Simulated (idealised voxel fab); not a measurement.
process module | voxel gate over fins
cross-section cut | 265 nm wide | cells 5 nm
A cross-section is a grid of square cells, given in bands from the top down. A band is one or more rows of cells.
Each band's line starts with the height of the band's top and of its bottom, in nm. Then come its materials from left to right, each with its width in nm. One material with "throughout" fills the band from edge to edge. "air" is empty space.
Height 0 is the level under which the wafer as received is all one material. The lowest band goes on downwards, as in "0 down".
A width such as "30 to 40" changes by the same amount from each row of cells to the next, from the band's top row to its bottom row.
"no change" after a step means that no cell of the cross-section changed.
closed voids: empty space of 8 cells or more with no open way to the top, each as width x height at its distance from the left edge, in nm
after a step's settings: what the simulator itself notes on the step
overlay nm, on a step with a mask: how far to the right of its planned place the mask lay; to the left if negative
plan
1 op RECEIVE | material Si
2 op CONFORMAL_DEP | material SiN | thk nm 10
3 op MASKED_ETCH | tone cover | mask id FINS | width nm 15 | pitch nm 45 | etch materials SiN | depth nm 10 | overlay nm 0
4 op MASKED_ETCH | tone cover | mask id FINS | width nm 15 | pitch nm 45 | etch materials Si | depth nm 30 | overlay nm 0
5 op OXIDIZE | depth nm 5
6 op FILL_DEP | material SiO2 | thk nm 5
7 op CMP | height nm 10
8 op SELECTIVE_ETCH | etch materials SiO2 | depth nm 25
9 op STRIP | etch materials SiN
10 op CONFORMAL_DEP | material HfO2 | thk nm 5
11 op CONFORMAL_DEP | material TiN | thk nm 5
12 op CONFORMAL_DEP | material TiAl | thk nm 5
13 op CONFORMAL_DEP | material TiN | thk nm 5
14 op FILL_DEP | material W | thk nm 10
15 op CMP | height nm 25
16 op CONFORMAL_DEP | material SiCN | thk nm 10
as received, after step 1
  0 down: Si throughout
  closed voids: none
first wafer at the end, as planned
  35 to 25: SiCN throughout
  25 to 20: W throughout
  20 to 15: W 40 | TiN 180 | W 45
  15 to 10: W 40 | TiN 5 | TiAl 35 | TiN 10 | TiAl 35 | TiN 10 | TiAl 35 | TiN 10 | TiAl 35 | TiN 5 | W 45
  10 to 5: W 40 | TiN 5 | TiAl 5 | TiN 25 | TiAl 5 | TiN 10 | TiAl 5 | TiN 25 | TiAl 5 | TiN 10 | TiAl 5 | TiN 25 | TiAl 5 | TiN 10 | TiAl 5 | TiN 25 | TiAl 5 | TiN 5 | W 45
  5 to 0: TiN 45 | TiAl 5 | TiN 5 | HfO2 15 | TiN 5 | TiAl 5 | TiN 10 | TiAl 5 | TiN 5 | HfO2 15 | TiN 5 | TiAl 5 | TiN 10 | TiAl 5 | TiN 5 | HfO2 15 | TiN 5 | TiAl 5 | TiN 10 | TiAl 5 | TiN 5 | HfO2 15 | TiN 5 | TiAl 5 | TiN 50
  0 to -5: TiAl 50 | TiN 5 | HfO2 5 | Si 5 | HfO2 5 | TiN 5 | TiAl 20 | TiN 5 | HfO2 5 | Si 5 | HfO2 5 | TiN 5 | TiAl 20 | TiN 5 | HfO2 5 | Si 5 | HfO2 5 | TiN 5 | TiAl 20 | TiN 5 | HfO2 5 | Si 5 | HfO2 5 | TiN 5 | TiAl 55
  -5 to -10: TiN 55 | HfO2 5 | Si 5 | HfO2 5 | TiN 30 | HfO2 5 | Si 5 | HfO2 5 | TiN 30 | HfO2 5 | Si 5 | HfO2 5 | TiN 30 | HfO2 5 | Si 5 | HfO2 5 | TiN 60
  -10 to -15: HfO2 60 | Si 5 | HfO2 40 | Si 5 | HfO2 40 | Si 5 | HfO2 40 | Si 5 | HfO2 65
  -15 to -35: SiO2 60 | Si 5 | SiO2 40 | Si 5 | SiO2 40 | Si 5 | SiO2 40 | Si 5 | SiO2 65
  -35 down: Si throughout
  closed voids: none
second wafer at the end: like start, like plan, one mistake
  35 to 25: SiCN throughout
  25 to 20: TiAl throughout
  20 to 15: TiN throughout
  15 to 10: HfO2 60 | TiN 5 | HfO2 40 | TiN 5 | HfO2 40 | TiN 5 | HfO2 40 | TiN 5 | HfO2 65
  10 to 5: TiN 55 | HfO2 5 | TiN 5 | HfO2 5 | TiN 30 | HfO2 5 | TiN 5 | HfO2 5 | TiN 30 | HfO2 5 | TiN 5 | HfO2 5 | TiN 30 | HfO2 5 | TiN 5 | HfO2 5 | TiN 60
  5 to 0: TiN 55 | HfO2 15 | TiN 30 | HfO2 15 | TiN 30 | HfO2 15 | TiN 30 | HfO2 15 | TiN 60
  0 to -30: TiN 55 | SiO2 5 | Si 5 | SiO2 5 | TiN 30 | SiO2 5 | Si 5 | SiO2 5 | TiN 30 | SiO2 5 | Si 5 | SiO2 5 | TiN 30 | SiO2 5 | Si 5 | SiO2 5 | TiN 60
  -30 to -35: SiO2 60 | Si 5 | SiO2 40 | Si 5 | SiO2 40 | Si 5 | SiO2 40 | Si 5 | SiO2 65
  -35 down: Si throughout
  closed voids: none
what went wrong: step 6 ran as: op FILL_DEP | material TiN | thk nm 5
at the end the second wafer has, in cells: 8 fewer of HfO2 | 99 fewer of SiO2 | 24 fewer of TiAl | 235 more of TiN | 104 fewer of W
